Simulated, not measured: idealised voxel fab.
This is a process module. Its name is voxel gate over fins.
FYI the section here is cut, 195 nm wide, cells are 5 nm squares.
Notation: cross-section as square-cell grid; stated in bands, top first, going down; one or more cell rows per band. What a band's entry tells you: where the top is and where the bottom is, as heights in nm, and after that what lies inside, material by material from left to right, each with its width in nm. Empty space is written as the word "air", and a single material marked with the word "edge to edge" occupies the band from edge to edge. Heights are reckoned from 0. Under this level, the received wafer is all of one material. The bottommost band is open-ended downward, for example "0..down". You'd read "30->40" like this: the band's top row of cells is as wide as the first number, its bottom row is as wide as the second, and going down, every row changes width by the same amount as the row before did. "left unchanged", as given for a step, is the statement that not any cell of the cross-section underwent a change during that step. Under "Trapped voids" you'll find the enclosed gaps, the ones with no way out to the top, that are 8 cells or bigger; each reads width x height at distance, with distance counted from the left edge, everything in nm. Where a step's line continues beyond its settings, the continuation is a remark by the simulator itself on that step. overlay nm: mask offset rightward from planned place, masked step; negative means leftward offset.

These are the steps we planned for the process
- 1: op RECEIVE | material Si
- 2: op CONFORMAL_DEP | material SiN | thk nm 5
- 3: op DIRECTIONAL_DEP | material aC | thk nm 10
- 4: op PATTERN | tone cover | mask id FINS | material resist | width nm 15 | pitch nm 40 | thk nm 25 | overlay nm 0
- 5: op DIRECTIONAL_ETCH | etch materials aC | depth nm 10
- 6: op STRIP | etch materials resist
- 7: op DIRECTIONAL_ETCH | etch materials SiN | depth nm 5
- 8: op DIRECTIONAL_ETCH | etch materials Si | depth nm 40
- 9: op STRIP | etch materials aC
- 10: op OXIDIZE | depth nm 5
- 11: op FILL_DEP | material SiO2 | thk nm 15
- 12: op CMP | height nm 5
- 13: op SELECTIVE_ETCH | etch materials SiO2 | depth nm 15
- 14: op STRIP | etch materials SiN
- 15: op CONFORMAL_DEP | material HfO2 | thk nm 5
- 16: op CONFORMAL_DEP | material TiN | thk nm 5
- 17: op CONFORMAL_DEP | material TiAl | thk nm 5
- 18: op CONFORMAL_DEP | material TiN | thk nm 5
- 19: op FILL_DEP | material W | thk nm 10
- 20: op CMP | height nm 25
- 21: op CONFORMAL_DEP | material SiN | thk nm 10

The following pertains to the first of two wafers, which was processed as planned

As-received state of the wafer in cross-section, equivalent to post-step 1
  0..down: Si edge to edge
  Trapped voids: none

Wafer after step 2 (cross-section)
  5..0: SiN edge to edge
  All layers under 0 are left as they were.

Wafer after step 3 (cross-section)
  15..5: aC edge to edge
  All layers under 5 are left as they were.

Wafer after step 4 (cross-section)
  40..15: air 70 nm, resist 15 nm, air 25 nm, resist 15 nm, air 70 nm
  All layers under 15 are left as they were.

Wafer after step 5 (cross-section)
  30..15: air 70 nm, resist 15 nm, air 25 nm, resist 15 nm, air 70 nm
  15..5: air 70 nm, aC 15 nm, air 25 nm, aC 15 nm, air 70 nm
  All layers under 5 are left as they were.

Wafer after step 6 (cross-section)
  15..5: air 70 nm, aC 15 nm, air 25 nm, aC 15 nm, air 70 nm
  All layers under 5 are left as they were.

Wafer after step 7 (cross-section)
  15..5: air 70 nm, aC 15 nm, air 25 nm, aC 15 nm, air 70 nm
  5..0: air 70 nm, SiN 15 nm, air 25 nm, SiN 15 nm, air 70 nm
  All layers under 0 are left as they were.

Wafer after step 8 (cross-section)
  15..5: air 70 nm, aC 15 nm, air 25 nm, aC 15 nm, air 70 nm
  5..0: air 70 nm, SiN 15 nm, air 25 nm, SiN 15 nm, air 70 nm
  0..-40: air 70 nm, Si 15 nm, air 25 nm, Si 15 nm, air 70 nm
  All layers under -40 are left as they were.

Wafer after step 9 (cross-section)
  5..0: air 70 nm, SiN 15 nm, air 25 nm, SiN 15 nm, air 70 nm
  All layers under 0 are left as they were.

Wafer after step 10 (cross-section)
  5..0: air 70 nm, SiN 15 nm, air 25 nm, SiN 15 nm, air 70 nm
  0..-40: air 70 nm, SiO2 5 nm, Si 5 nm, SiO2 5 nm, air 25 nm, SiO2 5 nm, Si 5 nm, SiO2 5 nm, air 70 nm
  -40..-45: SiO2 75 nm, Si 5 nm, SiO2 35 nm, Si 5 nm, SiO2 75 nm
  All layers under -45 are left as they were.

Wafer after step 11 (cross-section)
  20..5: SiO2 edge to edge
  5..0: SiO2 70 nm, SiN 15 nm, SiO2 25 nm, SiN 15 nm, SiO2 70 nm
  0..-45: SiO2 75 nm, Si 5 nm, SiO2 35 nm, Si 5 nm, SiO2 75 nm
  All layers under -45 are left as they were.

Wafer after step 12 (cross-section)
  5..0: SiO2 70 nm, SiN 15 nm, SiO2 25 nm, SiN 15 nm, SiO2 70 nm
  All layers under 0 are left as they were.

Wafer after step 13 (cross-section)
  5..0: air 70 nm, SiN 15 nm, air 25 nm, SiN 15 nm, air 70 nm
  0..-10: air 75 nm, Si 5 nm, air 35 nm, Si 5 nm, air 75 nm
  All layers under -10 are left as they were.

Wafer after step 14 (cross-section)
  0..-10: air 75 nm, Si 5 nm, air 35 nm, Si 5 nm, air 75 nm
  All layers under -10 are left as they were.

Wafer after step 15 (cross-section)
  5..0: air 70 nm, HfO2 15 nm, air 25 nm, HfO2 15 nm, air 70 nm
  0..-5: air 70 nm, HfO2 5 nm, Si 5 nm, HfO2 5 nm, air 25 nm, HfO2 5 nm, Si 5 nm, HfO2 5 nm, air 70 nm
  -5..-10: HfO2 75 nm, Si 5 nm, HfO2 35 nm, Si 5 nm, HfO2 75 nm
  All layers under -10 are left as they were.

Wafer after step 16 (cross-section)
  10..5: air 65 nm, TiN 25 nm, air 15 nm, TiN 25 nm, air 65 nm
  5..0: air 65 nm, TiN 5 nm, HfO2 15 nm, TiN 5 nm, air 15 nm, TiN 5 nm, HfO2 15 nm, TiN 5 nm, air 65 nm
  0..-5: TiN 70 nm, HfO2 5 nm, Si 5 nm, HfO2 5 nm, TiN 25 nm, HfO2 5 nm, Si 5 nm, HfO2 5 nm, TiN 70 nm
  All layers under -5 are left as they were.

Wafer after step 17 (cross-section)
  15..10: air 60 nm, TiAl 35 nm, air 5 nm, TiAl 35 nm, air 60 nm
  10..5: air 60 nm, TiAl 5 nm, TiN 25 nm, TiAl 5 nm, air 5 nm, TiAl 5 nm, TiN 25 nm, TiAl 5 nm, air 60 nm
  5..0: TiAl 65 nm, TiN 5 nm, HfO2 15 nm, TiN 5 nm, TiAl 15 nm, TiN 5 nm, HfO2 15 nm, TiN 5 nm, TiAl 65 nm
  All layers under 0 are left as they were.

Wafer after step 18 (cross-section)
  20..15: air 55 nm, TiN 85 nm, air 55 nm
  15..10: air 55 nm, TiN 5 nm, TiAl 35 nm, TiN 5 nm, TiAl 35 nm, TiN 5 nm, air 55 nm
  10..5: TiN 60 nm, TiAl 5 nm, TiN 25 nm, TiAl 5 nm, TiN 5 nm, TiAl 5 nm, TiN 25 nm, TiAl 5 nm, TiN 60 nm
  All layers under 5 are left as they were.

Wafer after step 19 (cross-section)
  30..20: W edge to edge
  20..15: W 55 nm, TiN 85 nm, W 55 nm
  15..10: W 55 nm, TiN 5 nm, TiAl 35 nm, TiN 5 nm, TiAl 35 nm, TiN 5 nm, W 55 nm
  All layers under 10 are left as they were.

Wafer after step 20 (cross-section)
  25..20: W edge to edge
  All layers under 20 are left as they were.

Wafer after step 21 (cross-section)
  35..25: SiN edge to edge
  All layers under 25 are left as they were.

The Second Wafer: Common Origin and Plan, One Mistake in Execution, Identical to the First Through Step 3

Second wafer shown in cross-section at the time step 4 was slated to end
  40..15: air 65 nm, resist 15 nm, air 25 nm, resist 15 nm, air 75 nm
  All layers under 15 are left as they were.

Second wafer shown in cross-section at the time step 5 was slated to end
  30..15: air 65 nm, resist 15 nm, air 25 nm, resist 15 nm, air 75 nm
  15..5: air 65 nm, aC 15 nm, air 25 nm, aC 15 nm, air 75 nm
  All layers under 5 are left as they were.

Second wafer shown in cross-section at the time step 6 was slated to end
  15..5: air 65 nm, aC 15 nm, air 25 nm, aC 15 nm, air 75 nm
  All layers under 5 are left as they were.

Second wafer shown in cross-section at the time step 7 was slated to end
  15..5: air 65 nm, aC 15 nm, air 25 nm, aC 15 nm, air 75 nm
  5..0: air 65 nm, SiN 15 nm, air 25 nm, SiN 15 nm, air 75 nm
  All layers under 0 are left as they were.

Second wafer shown in cross-section at the time step 8 was slated to end
  15..5: air 65 nm, aC 15 nm, air 25 nm, aC 15 nm, air 75 nm
  5..0: air 65 nm, SiN 15 nm, air 25 nm, SiN 15 nm, air 75 nm
  0..-40: air 65 nm, Si 15 nm, air 25 nm, Si 15 nm, air 75 nm
  All layers under -40 are left as they were.

Second wafer shown in cross-section at the time step 9 was slated to end
  5..0: air 65 nm, SiN 15 nm, air 25 nm, SiN 15 nm, air 75 nm
  All layers under 0 are left as they were.

Second wafer shown in cross-section at the time step 10 was slated to end
  5..0: air 65 nm, SiN 15 nm, air 25 nm, SiN 15 nm, air 75 nm
  0..-40: air 65 nm, SiO2 5 nm, Si 5 nm, SiO2 5 nm, air 25 nm, SiO2 5 nm, Si 5 nm, SiO2 5 nm, air 75 nm
  -40..-45: SiO2 70 nm, Si 5 nm, SiO2 35 nm, Si 5 nm, SiO2 80 nm
  All layers under -45 are left as they were.

Second wafer shown in cross-section at the time step 11 was slated to end
  20..5: SiO2 edge to edge
  5..0: SiO2 65 nm, SiN 15 nm, SiO2 25 nm, SiN 15 nm, SiO2 75 nm
  0..-45: SiO2 70 nm, Si 5 nm, SiO2 35 nm, Si 5 nm, SiO2 80 nm
  All layers under -45 are left as they were.

Second wafer shown in cross-section at the time step 12 was slated to end
  5..0: SiO2 65 nm, SiN 15 nm, SiO2 25 nm, SiN 15 nm, SiO2 75 nm
  All layers under 0 are left as they were.

Second wafer shown in cross-section at the time step 13 was slated to end
  5..0: air 65 nm, SiN 15 nm, air 25 nm, SiN 15 nm, air 75 nm
  0..-10: air 70 nm, Si 5 nm, air 35 nm, Si 5 nm, air 80 nm
  All layers under -10 are left as they were.

Second wafer shown in cross-section at the time step 14 was slated to end
  0..-10: air 70 nm, Si 5 nm, air 35 nm, Si 5 nm, air 80 nm
  All layers under -10 are left as they were.

Second wafer shown in cross-section at the time step 15 was slated to end
  5..0: air 65 nm, HfO2 15 nm, air 25 nm, HfO2 15 nm, air 75 nm
  0..-5: air 65 nm, HfO2 5 nm, Si 5 nm, HfO2 5 nm, air 25 nm, HfO2 5 nm, Si 5 nm, HfO2 5 nm, air 75 nm
  -5..-10: HfO2 70 nm, Si 5 nm, HfO2 35 nm, Si 5 nm, HfO2 80 nm
  All layers under -10 are left as they were.

Second wafer shown in cross-section at the time step 16 was slated to end
  10..5: air 60 nm, TiN 25 nm, air 15 nm, TiN 25 nm, air 70 nm
  5..0: air 60 nm, TiN 5 nm, HfO2 15 nm, TiN 5 nm, air 15 nm, TiN 5 nm, HfO2 15 nm, TiN 5 nm, air 70 nm
  0..-5: TiN 65 nm, HfO2 5 nm, Si 5 nm, HfO2 5 nm, TiN 25 nm, HfO2 5 nm, Si 5 nm, HfO2 5 nm, TiN 75 nm
  All layers under -5 are left as they were.

Second wafer shown in cross-section at the time step 17 was slated to end
  15..10: air 55 nm, TiAl 35 nm, air 5 nm, TiAl 35 nm, air 65 nm
  10..5: air 55 nm, TiAl 5 nm, TiN 25 nm, TiAl 5 nm, air 5 nm, TiAl 5 nm, TiN 25 nm, TiAl 5 nm, air 65 nm
  5..0: TiAl 60 nm, TiN 5 nm, HfO2 15 nm, TiN 5 nm, TiAl 15 nm, TiN 5 nm, HfO2 15 nm, TiN 5 nm, TiAl 70 nm
  All layers under 0 are left as they were.

Second wafer shown in cross-section at the time step 18 was slated to end
  20..15: air 50 nm, TiN 85 nm, air 60 nm
  15..10: air 50 nm, TiN 5 nm, TiAl 35 nm, TiN 5 nm, TiAl 35 nm, TiN 5 nm, air 60 nm
  10..5: TiN 55 nm, TiAl 5 nm, TiN 25 nm, TiAl 5 nm, TiN 5 nm, TiAl 5 nm, TiN 25 nm, TiAl 5 nm, TiN 65 nm
  All layers under 5 are left as they were.

Second wafer shown in cross-section at the time step 19 was slated to end
  30..20: W edge to edge
  20..15: W 50 nm, TiN 85 nm, W 60 nm
  15..10: W 50 nm, TiN 5 nm, TiAl 35 nm, TiN 5 nm, TiAl 35 nm, TiN 5 nm, W 60 nm
  All layers under 10 are left as they were.

Second wafer shown in cross-section at the time step 20 was slated to end
  25..20: W edge to edge
  All layers under 20 are left as they were.

Second wafer shown in cross-section at the time step 21 was slated to end
  35..25: SiN edge to edge
  All layers under 25 are left as they were.
Processing error: so step 4 ended up running with a different setting than we planned, it ran as op PATTERN | tone cover | mask id FINS | material resist | width nm 15 | pitch nm 40 | thk nm 25 | overlay nm -5
The two final wafers agree on how many cells each material fills and disagree on which cells those are.
